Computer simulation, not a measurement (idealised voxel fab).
Herein follows the process module entitled voxel transistor to metal.
This is section cut - it's 155 nm across, gridded in 5 nm square cells.
Cross-section format: a grid of square cells, given as bands from top to bottom; each band is one or more rows of cells.
The band entry comprises the height of the band's top followed by the height of its bottom, expressed in nm, and subsequently the band's materials from left to right, each stated together with its width in nm. Where a single material is marked with the word "throughout", that material fills the band from edge to edge. The word "blank" represents empty space.
Height reference: 0 = level under which incoming wafer is all one material. Lowest band: no bottom, runs on downward, e.g. "0 nm and below".
Quick explanation for "30..40": the width changes in equal steps down the rows of cells, from the first number in the band's top row to the second number in its bottom row.
Step note "identical to before" = no cross-section cell changed.
So "Closed internal voids" is basically the list of trapped voids: any empty space of 8 cells or more that can't reach the top through an opening. They're written width x height at distance, the distance being from the left edge, and it's all nm.
On each step's line, the part that comes after the settings is the simulator's own comment on the step.
Among the settings permitted on a step's line is "overlay nm"; applied to a step with a mask, it specifies the extent to which the mask lay to the right of its planned position, whereas a negative figure signifies a position to the left.

### These are the steps we planned for the process
1) op RECEIVE | material Si
2) op CONFORMAL_DEP | material SiO2 | thk nm 5
3) op CONFORMAL_DEP | material SiN | thk nm 15
4) op MASKED_ETCH | tone cover | mask id ACTIVE | width nm 120 | etch materials SiN | depth nm 15 | overlay nm 0
5) op MASKED_ETCH | tone cover | mask id ACTIVE | width nm 120 | etch materials SiO2 | depth nm 5 | overlay nm 0
6) op MASKED_ETCH | tone cover | mask id ACTIVE | width nm 120 | etch materials Si | depth nm 20 | overlay nm 0
7) op FILL_DEP | material SiO2 | thk nm 5
8) op CMP | height nm 20
9) op SELECTIVE_ETCH | etch materials SiO2 | depth nm 10
10) op STRIP | etch materials SiN
11) op SELECTIVE_ETCH | etch materials SiO2 | depth nm 5
12) op OXIDIZE | depth nm 5
13) op DIRECTIONAL_DEP | material polySi | thk nm 20
14) op DIRECTIONAL_DEP | material SiCN | thk nm 15
15) op PATTERN | tone cover | mask id GATE | material resist | width nm 30 | thk nm 15 | overlay nm 0
16) op DIRECTIONAL_ETCH | etch materials SiCN | depth nm 25
17) op DIRECTIONAL_ETCH | etch materials polySi | depth nm 30
18) op STRIP | etch materials resist
19) op CONFORMAL_DEP | material SiN | thk nm 5
20) op DIRECTIONAL_ETCH | etch materials SiN | depth nm 5
21) op DIRECTIONAL_ETCH | etch materials SiO2 | depth nm 5
22) op DIRECTIONAL_ETCH | etch materials Si | depth nm 15
23) op EPI | material SiGe | thk nm 15
24) op FILL_DEP | material SiO2 | thk nm 10
25) op CMP | height nm 20
26) op STRIP | etch materials polySi
27) op SELECTIVE_ETCH | etch materials SiO2 | depth nm 5
28) op CONFORMAL_DEP | material HfO2 | thk nm 5
29) op CONFORMAL_DEP | material TiN | thk nm 5
30) op FILL_DEP | material W | thk nm 10
31) op CMP | height nm 15
32) op DIRECTIONAL_DEP | material SiO2 | thk nm 15
33) op PATTERN | tone open | mask id CONTACT | material resist | width nm 20 | pitch nm 80 | thk nm 20 | overlay nm 0
34) op DIRECTIONAL_ETCH | etch materials SiO2 | depth nm 35
35) op STRIP | etch materials resist
36) op CONFORMAL_DEP | material TiN | thk nm 5
37) op FILL_DEP | material W | thk nm 5
38) op CMP | height nm 30
39) op DIRECTIONAL_DEP | material TiN | thk nm 5
40) op DIRECTIONAL_DEP | material Ru | thk nm 25
41) op MASKED_ETCH | tone cover | mask id METAL_1 | width nm 20 | pitch nm 80 | etch materials Ru | depth nm 25 | overlay nm 0
42) op MASKED_ETCH | tone cover | mask id METAL_1 | width nm 20 | pitch nm 80 | etch materials TiN | depth nm 5 | overlay nm 0
43) op FILL_DEP | material lowk | thk nm 10
44) op CMP | height nm 60
45) op CONFORMAL_DEP | material SiCN | thk nm 5
46) op DIRECTIONAL_DEP | material SiO2 | thk nm 35
47) op MASKED_ETCH | tone open | mask id METAL_2 | width nm 20 | pitch nm 80 | etch materials SiO2 | depth nm 20 | overlay nm -10
48) op DIRECTIONAL_DEP | material aC | thk nm 10
49) op PATTERN | tone open | mask id METAL_2_HOLES | material resist | width nm 15 | pitch nm 80 | thk nm 30 | overlay nm 0
50) op DIRECTIONAL_ETCH | etch materials aC | depth nm 10
51) op STRIP | etch materials resist
52) op DIRECTIONAL_ETCH | etch materials SiO2 | depth nm 15
53) op DIRECTIONAL_ETCH | etch materials SiCN | depth nm 5
54) op STRIP | etch materials aC
55) op CONFORMAL_DEP | material TiN | thk nm 5
56) op FILL_DEP | material Cu | thk nm 10
57) op CMP | height nm 100
58) op CONFORMAL_DEP | material SiCN | thk nm 5
Don't read the plan's overlay nm for step 47 as applying to every wafer: that's the first wafer's value, and the wafers differ in it, though they all start identical.

### Cross-section of the first incoming wafer of several, state after step 1
  0 nm and below = Si throughout
  Closed internal voids: none

### Each row below is a wafer at the end of the module, listing for every material the number of cells it has gained (+) or lost (-) since it was received, followed by its closed voids
overlay nm -10 | +16 Cu | +14 HfO2 | +40 Ru | -100 Si | +58 SiCN | +66 SiGe | +8 SiN | +303 SiO2 | +86 TiN | +22 W | +138 lowk | Closed internal voids: none
overlay nm -5 | +20 Cu | +14 HfO2 | +40 Ru | -100 Si | +56 SiCN | +66 SiGe | +8 SiN | +303 SiO2 | +84 TiN | +22 W | +138 lowk | Closed internal voids: none
overlay nm 0 | +20 Cu | +14 HfO2 | +40 Ru | -100 Si | +56 SiCN | +66 SiGe | +8 SiN | +303 SiO2 | +84 TiN | +22 W | +138 lowk | Closed internal voids: none
overlay nm 5 | +16 Cu | +14 HfO2 | +40 Ru | -100 Si | +58 SiCN | +66 SiGe | +8 SiN | +303 SiO2 | +86 TiN | +22 W | +138 lowk | Closed internal voids: none
overlay nm 10 | +20 Cu | +14 HfO2 | +40 Ru | -100 Si | +60 SiCN | +66 SiGe | +8 SiN | +303 SiO2 | +80 TiN | +22 W | +138 lowk | Closed internal voids: none
overlay nm 15 | +24 Cu | +14 HfO2 | +40 Ru | -100 Si | +62 SiCN | +66 SiGe | +8 SiN | +303 SiO2 | +74 TiN | +22 W | +138 lowk | Closed internal voids: none
